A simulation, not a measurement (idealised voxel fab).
The following process module bears the name voxel air gaps.
The figure presents cross-section cut, which has a width of 200 nm and is divided into square cells with an edge length of 5 nm.
Cross-sections here: square-cell grids, written as top-down lists of bands, a band being one or more rows of cells. Quick guide to a band line: top height, bottom height (nm) up front; then every material left to right with its width in nm. Only one material and it's marked "full width"? Then it fills the band edge to edge. And "empty" just means empty space. Ref level 0: as-received wafer is one material below here. Bottom band extends down with no lower bound ("0 and below"). Read "30 to 40" as a graded width: first number on top, second number at the bottom, same change between each pair of neighbouring rows. Key: "same as before" - step with no changed cell in the cross-section. "Closed void entries" means: voids of 8 cells or more that are shut off from the top with no open way through. Written width x height at distance, distance from the left edge, in nm. What comes after the settings on a step's line is commentary from the simulator itself on that step. When a step includes a mask, the "overlay nm" setting on its line states how far to the right of its planned place that mask lay, and negative values state how far to the left.

-- So here's the lineup of process steps we planned
- 1: RECEIVE [material Si]
- 2: CONFORMAL_DEP [material SiO2] [thk nm 5]
- 3: CONFORMAL_DEP [material SiCN] [thk nm 5]
- 4: DIRECTIONAL_DEP [material lowk] [thk nm 30]
- 5: PATTERN [tone open] [mask id LINES] [material resist] [width nm 20] [pitch nm 45] [thk nm 20] [overlay nm 0]
- 6: DIRECTIONAL_ETCH [etch materials lowk] [depth nm 30]
- 7: STRIP [etch materials resist]
- 8: CONFORMAL_DEP [material TiN] [thk nm 5]
- 9: FILL_DEP [material Ru] [thk nm 5]
- 10: CMP [height nm 50]
- 11: EPI [material Ru] [thk nm 10]
- 12: SELECTIVE_ETCH [etch materials lowk] [depth nm 40]
- 13: CONFORMAL_DEP [material SiCN] [thk nm 5]
The plan shows the thk nm of step 2 as the first wafer had it; this setting differs between the wafers, which start out alike.

-- First of several wafers (as received, post step 1), cross-sectional view
0 and below | Si full width
Closed void entries: none

-- After the module's final step, step 13: the first of several wafers in cross-section
65 down to 60 | SiCN full width
60 down to 45 | Ru full width
45 down to 40 | 50 of TiN; 10 of Ru; 35 of TiN; 10 of Ru; 35 of TiN; 10 of Ru; 50 of TiN
40 down to 15 | 45 of lowk; 5 of TiN; 10 of Ru; 5 of TiN; 25 of lowk; 5 of TiN; 10 of Ru; 5 of TiN; 25 of lowk; 5 of TiN; 10 of Ru; 5 of TiN; 45 of lowk
15 down to 10 | 45 of lowk; 20 of TiN; 25 of lowk; 20 of TiN; 25 of lowk; 20 of TiN; 45 of lowk
10 down to 5 | SiCN full width
5 down to 0 | SiO2 full width
0 and below | Si full width
Closed void entries: none

-- Final wafer cross-section at module end
65 down to 60 | 30 of empty; 140 of SiCN; 30 of empty
60 down to 50 | 30 of empty; 5 of SiCN; 40 of Ru; 5 of SiCN; 40 of Ru; 5 of SiCN; 40 of Ru; 5 of SiCN; 30 of empty
50 down to 45 | 30 of empty; 15 of SiCN; 5 of TiN; 10 of Ru; 5 of TiN; 25 of SiCN; 5 of TiN; 10 of Ru; 5 of TiN; 25 of SiCN; 5 of TiN; 10 of Ru; 5 of TiN; 15 of SiCN; 30 of empty
45 down to 40 | 40 of empty; 5 of SiCN; 5 of TiN; 10 of Ru; 5 of TiN; 5 of SiCN; 15 of empty; 5 of SiCN; 5 of TiN; 10 of Ru; 5 of TiN; 5 of SiCN; 15 of empty; 5 of SiCN; 5 of TiN; 10 of Ru; 5 of TiN; 5 of SiCN; 40 of empty
40 down to 35 | 45 of SiCN; 20 of TiN; 25 of SiCN; 20 of TiN; 25 of SiCN; 20 of TiN; 45 of SiCN
35 down to 30 | SiCN full width
30 down to 0 | SiO2 full width
0 and below | Si full width
Closed void entries: none

-- Heads up, this table goes wafer by wafer. A row tells you, at the end of the module, how many cells of each material that wafer has put on (+) or dropped (-) since it was received, and then its closed voids
thk nm 5 | +156 Ru | +80 SiCN | +40 SiO2 | +76 TiN | +168 lowk | Closed void entries: none
thk nm 10 | +116 Ru | +80 SiCN | +80 SiO2 | +76 TiN | +168 lowk | Closed void entries: none
thk nm 15 | +78 Ru | +144 SiCN | +120 SiO2 | +42 TiN | Closed void entries: 15 x 20 at 70; 15 x 20 at 115
thk nm 20 | +72 Ru | +138 SiCN | +160 SiO2 | +36 TiN | Closed void entries: 15 x 15 at 70; 15 x 15 at 115
thk nm 25 | +66 Ru | +132 SiCN | +200 SiO2 | +30 TiN | Closed void entries: none
thk nm 30 | +60 Ru | +126 SiCN | +240 SiO2 | +24 TiN | Closed void entries: none
